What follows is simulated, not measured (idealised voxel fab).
The following is a process module called voxel gate over fins.
Square cell edge 5 nm, section width 260 nm, ID cut.
Format of a cross-section: grid, square cells. Given as bands. Order: top down. Band: one or more rows of cells.
Per band: top height and bottom height in nm, followed by the left-to-right materials and their widths in nm; "everywhere" marks a single material spanning edge to edge, "empty" marks empty space.
The level at which height equals 0 is the one under which the wafer, as it arrives, is entirely one material. No lower edge exists for the bottom band, which continues downward and is notated as in "top 0, no bottom".
Think of "30..40" as a width that walks from the first number to the second as you go down the band, top row to bottom row, taking equal-sized steps from row to row.
You'll sometimes find "nothing got changed" written for a step, and that's the way of saying that nowhere in the cross-section did a cell change during that step.
Enclosed voids (no open way to top), threshold 8 cells or more, entry "Fully sealed voids", notation width x height at distance, distance from left edge, nm.
If you see something after the settings on a step's line, that's the simulator's own remark about that step.
"overlay nm" on a masked step: distance the mask lay right of its planned place, negative for left.

# Planned step list for the process
1: RECEIVE with material Si
2: CONFORMAL_DEP with material SiN, thk nm 10
3: DIRECTIONAL_DEP with material aC, thk nm 10
4: PATTERN with tone cover, mask id FINS, material resist, width nm 15, pitch nm 40, thk nm 30, overlay nm -15
5: DIRECTIONAL_ETCH with etch materials aC, depth nm 10
6: STRIP with etch materials resist
7: DIRECTIONAL_ETCH with etch materials SiN, depth nm 10
8: DIRECTIONAL_ETCH with etch materials Si, depth nm 30
9: STRIP with etch materials aC
10: FILL_DEP with material SiO2, thk nm 5
11: CMP with height nm 10
12: SELECTIVE_ETCH with etch materials SiO2, depth nm 25
13: STRIP with etch materials SiN
14: CONFORMAL_DEP with material HfO2, thk nm 5
15: CONFORMAL_DEP with material TiN, thk nm 5
16: CONFORMAL_DEP with material TiAl, thk nm 5
17: CONFORMAL_DEP with material TiN, thk nm 5
18: FILL_DEP with material W, thk nm 10
19: CMP with height nm 25
20: CONFORMAL_DEP with material SiCN, thk nm 10
The wafers in this document start out alike and differ in the overlay nm applied at step 4; the plan shows the value used for the first wafer.

# Received wafers, first of several: cross-section after step 1
top 0, no bottom: Si everywhere
Fully sealed voids: none

# Here's the first of several wafers in cross-section, end of the module, after the last step, step 20
top 35, bottom 25: SiCN everywhere
top 25, bottom 20: W everywhere
top 20, bottom 15: W=65, TiN=95, W=100
top 15, bottom 10: W=65, TiN=5, TiAl=85, TiN=5, W=100
top 10, bottom 5: W=65, TiN=5, TiAl=5, TiN=35, TiAl=5, TiN=35, TiAl=5, TiN=5, W=100
top 5, bottom 0: TiN=70, TiAl=5, TiN=5, HfO2=25, TiN=5, TiAl=5, TiN=5, HfO2=25, TiN=5, TiAl=5, TiN=105
top 0, bottom -5: TiAl=75, TiN=5, HfO2=5, Si=15, HfO2=5, TiN=5, TiAl=5, TiN=5, HfO2=5, Si=15, HfO2=5, TiN=5, TiAl=110
top -5, bottom -10: TiN=80, HfO2=5, Si=15, HfO2=5, TiN=15, HfO2=5, Si=15, HfO2=5, TiN=115
top -10, bottom -15: HfO2=85, Si=15, HfO2=25, Si=15, HfO2=120
top -15, bottom -30: SiO2=85, Si=15, SiO2=25, Si=15, SiO2=120
top -30, no bottom: Si everywhere
Fully sealed voids: none

# Cross-section of the last wafer at end of module
top 35, bottom 25: SiCN everywhere
top 25, bottom 20: W everywhere
top 20, bottom 15: W=95, TiN=95, W=70
top 15, bottom 10: W=95, TiN=5, TiAl=85, TiN=5, W=70
top 10, bottom 5: W=95, TiN=5, TiAl=5, TiN=35, TiAl=5, TiN=35, TiAl=5, TiN=5, W=70
top 5, bottom 0: TiN=100, TiAl=5, TiN=5, HfO2=25, TiN=5, TiAl=5, TiN=5, HfO2=25, TiN=5, TiAl=5, TiN=75
top 0, bottom -5: TiAl=105, TiN=5, HfO2=5, Si=15, HfO2=5, TiN=5, TiAl=5, TiN=5, HfO2=5, Si=15, HfO2=5, TiN=5, TiAl=80
top -5, bottom -10: TiN=110, HfO2=5, Si=15, HfO2=5, TiN=15, HfO2=5, Si=15, HfO2=5, TiN=85
top -10, bottom -15: HfO2=115, Si=15, HfO2=25, Si=15, HfO2=90
top -15, bottom -30: SiO2=115, Si=15, SiO2=25, Si=15, SiO2=90
top -30, no bottom: Si everywhere
Fully sealed voids: none

# each wafer at the end: cells of each material gained (+) or lost (-) since it was received, then its closed voids
overlay nm -15, +64 HfO2, -276 Si, +104 SiCN, +138 SiO2, +61 TiAl, +122 TiN, +151 W, Fully sealed voids: none
overlay nm -10, +64 HfO2, -276 Si, +104 SiCN, +138 SiO2, +61 TiAl, +122 TiN, +151 W, Fully sealed voids: none
overlay nm -5, +64 HfO2, -276 Si, +104 SiCN, +138 SiO2, +61 TiAl, +122 TiN, +151 W, Fully sealed voids: none
overlay nm 0, +64 HfO2, -276 Si, +104 SiCN, +138 SiO2, +61 TiAl, +122 TiN, +151 W, Fully sealed voids: none
overlay nm 5, +64 HfO2, -276 Si, +104 SiCN, +138 SiO2, +61 TiAl, +122 TiN, +151 W, Fully sealed voids: none
overlay nm 10, +64 HfO2, -276 Si, +104 SiCN, +138 SiO2, +61 TiAl, +122 TiN, +151 W, Fully sealed voids: none
overlay nm 15, +64 HfO2, -276 Si, +104 SiCN, +138 SiO2, +61 TiAl, +122 TiN, +151 W, Fully sealed voids: none
